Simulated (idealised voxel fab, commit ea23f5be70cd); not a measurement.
process module | voxel transistor to metal
cross-section cut | 215 nm wide | cells 5 nm
A cross-section is a grid of square cells, given in bands from the top down. A band is one or more rows of cells.
Each band's line starts with the height of the band's top and of its bottom, in nm. Then come its materials from left to right, each with its width in nm. One material with "throughout" fills the band from edge to edge. "air" is empty space.
Height 0 is the level under which the wafer as received is all one material. The lowest band goes on downwards, as in "0 down".
A width such as "30 to 40" changes by the same amount from each row of cells to the next, from the band's top row to its bottom row.
"no change" after a step means that no cell of the cross-section changed.
closed voids: empty space of 8 cells or more with no open way to the top, each as width x height at its distance from the left edge, in nm
after a step's settings: what the simulator itself notes on the step
overlay nm, on a step with a mask: how far to the right of its planned place the mask lay; to the left if negative
plan
1 op RECEIVE | material Si
2 op OXIDIZE | depth nm 5
3 op CONFORMAL_DEP | material SiN | thk nm 15
4 op DIRECTIONAL_DEP | material aC | thk nm 10
5 op PATTERN | tone cover | mask id ACTIVE | material resist | width nm 115 | thk nm 25 | overlay nm 0
6 op DIRECTIONAL_ETCH | etch materials aC | depth nm 10
7 op STRIP | etch materials resist
8 op DIRECTIONAL_ETCH | etch materials SiN | depth nm 15
9 op DIRECTIONAL_ETCH | etch materials SiO2 | depth nm 5
10 op DIRECTIONAL_ETCH | etch materials Si | depth nm 25
11 op STRIP | etch materials aC
12 op OXIDIZE | depth nm 5
13 op FILL_DEP | material SiO2 | thk nm 15
14 op CMP | height nm 15
15 op SELECTIVE_ETCH | etch materials SiO2 | depth nm 15
16 op STRIP | etch materials SiN
17 op SELECTIVE_ETCH | etch materials SiO2 | depth nm 5
18 op OXIDIZE | depth nm 5
19 op DIRECTIONAL_DEP | material polySi | thk nm 20
20 op DIRECTIONAL_DEP | material SiCN | thk nm 10
21 op PATTERN | tone cover | mask id GATE | material resist | width nm 25 | thk nm 20 | overlay nm 0
22 op DIRECTIONAL_ETCH | etch materials SiCN | depth nm 20
23 op DIRECTIONAL_ETCH | etch materials polySi | depth nm 30
24 op STRIP | etch materials resist
25 op CONFORMAL_DEP | material SiN | thk nm 5
26 op DIRECTIONAL_ETCH | etch materials SiN | depth nm 5
27 op DIRECTIONAL_ETCH | etch materials SiO2 | depth nm 5
28 op DIRECTIONAL_ETCH | etch materials Si | depth nm 15
29 op EPI | material SiGe | thk nm 15
30 op FILL_DEP | material SiO2 | thk nm 10
31 op CMP | height nm 15
32 op STRIP | etch materials polySi
33 op SELECTIVE_ETCH | etch materials SiO2 | depth nm 5
34 op CONFORMAL_DEP | material HfO2 | thk nm 5
35 op CONFORMAL_DEP | material TiN | thk nm 5
36 op FILL_DEP | material W | thk nm 10
37 op CMP | height nm 10
38 op DIRECTIONAL_DEP | material SiO2 | thk nm 15
39 op PATTERN | tone open | mask id CONTACT | material resist | width nm 20 | pitch nm 85 | thk nm 20 | overlay nm 0
40 op DIRECTIONAL_ETCH | etch materials SiO2 | depth nm 35
41 op STRIP | etch materials resist
42 op CONFORMAL_DEP | material TiN | thk nm 5
43 op FILL_DEP | material W | thk nm 10
44 op CMP | height nm 25
45 op DIRECTIONAL_DEP | material TiN | thk nm 5
46 op DIRECTIONAL_DEP | material Ru | thk nm 15
47 op PATTERN | tone cover | mask id METAL_1 | material resist | width nm 20 | pitch nm 85 | thk nm 20 | overlay nm 0
48 op DIRECTIONAL_ETCH | etch materials Ru | depth nm 15
49 op DIRECTIONAL_ETCH | etch materials TiN | depth nm 5
50 op STRIP | etch materials resist
51 op CONFORMAL_DEP | material SiCN | thk nm 5
52 op FILL_DEP | material lowk | thk nm 10
53 op CMP | height nm 45
54 op CONFORMAL_DEP | material SiCN | thk nm 5
as received, after step 1
  0 down: Si throughout
  closed voids: none
a wafer at the end: this start, this plan, one mistake
  65 to 60: SiCN throughout
  60 to 50: lowk throughout
  50 to 45: lowk 50 | SiCN 30 | lowk 55 | SiCN 30 | lowk 50
  45 to 30: lowk 50 | SiCN 5 | Ru 20 | SiCN 5 | lowk 55 | SiCN 5 | Ru 20 | SiCN 5 | lowk 50
  30 to 25: SiCN 55 | TiN 20 | SiCN 65 | TiN 20 | SiCN 55
  25 to 10: SiO2 55 | TiN 5 | W 10 | TiN 5 | SiO2 65 | TiN 5 | W 10 | TiN 5 | SiO2 55
  10 to 5: SiO2 55 | TiN 5 | W 10 | TiN 5 | SiO2 15 | SiN 5 | HfO2 5 | TiN 5 | W 5 | TiN 5 | HfO2 5 | SiN 5 | SiO2 15 | TiN 5 | W 10 | TiN 5 | SiO2 55
  5 to 0: SiO2 55 | TiN 5 | W 10 | TiN 5 | SiGe 15 | SiN 5 | HfO2 5 | TiN 5 | W 5 | TiN 5 | HfO2 5 | SiN 5 | SiGe 15 | TiN 5 | W 10 | TiN 5 | SiO2 55
  0 to -5: SiO2 55 | TiN 5 | W 10 | TiN 5 | SiGe 15 | SiN 5 | HfO2 5 | TiN 15 | HfO2 5 | SiN 5 | SiGe 15 | TiN 5 | W 10 | TiN 5 | SiO2 55
  -5 to -10: SiO2 55 | TiN 20 | SiGe 15 | HfO2 35 | SiGe 15 | TiN 20 | SiO2 55
  -10 to -25: SiO2 55 | SiGe 35 | Si 35 | SiGe 35 | SiO2 55
  -25 to -35: SiO2 55 | Si 105 | SiO2 55
  -35 down: Si throughout
  closed voids: none
what went wrong: step 53 was left out
